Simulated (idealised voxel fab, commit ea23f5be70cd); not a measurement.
process module | voxel tone inversion
cross-section cut | 220 nm wide | cells 5 nm
A cross-section is a grid of square cells, given in bands from the top down. A band is one or more rows of cells.
Each band's line starts with the height of the band's top and of its bottom, in nm. Then come its materials from left to right, each with its width in nm. One material with "throughout" fills the band from edge to edge. "air" is empty space.
Height 0 is the level under which the wafer as received is all one material. The lowest band goes on downwards, as in "0 down".
A width such as "30 to 40" changes by the same amount from each row of cells to the next, from the band's top row to its bottom row.
"no change" after a step means that no cell of the cross-section changed.
closed voids: empty space of 8 cells or more with no open way to the top, each as width x height at its distance from the left edge, in nm
after a step's settings: what the simulator itself notes on the step
overlay nm, on a step with a mask: how far to the right of its planned place the mask lay; to the left if negative
plan
1 op RECEIVE | material Si
2 op CONFORMAL_DEP | material SiN | thk nm 10
3 op DIRECTIONAL_DEP | material aC | thk nm 15
4 op PATTERN | tone cover | mask id POSTS | material resist | width nm 15 | pitch nm 45 | thk nm 25 | overlay nm 0
5 op DIRECTIONAL_ETCH | etch materials aC | depth nm 15
6 op STRIP | etch materials resist
7 op FILL_DEP | material lowk | thk nm 10
8 op CMP | height nm 25
9 op STRIP | etch materials aC
as received, after step 1
  0 down: Si throughout
  closed voids: none
a wafer at the end: this start, this plan, one mistake
  25 to 10: air 35 | lowk 15 | air 30 | lowk 15 | air 30 | lowk 15 | air 30 | lowk 15 | air 35
  10 to 0: SiN throughout
  0 down: Si throughout
  closed voids: none
what went wrong: step 4 ran as: op PATTERN | tone open | mask id POSTS | material resist | width nm 15 | pitch nm 45 | thk nm 25 | overlay nm 0
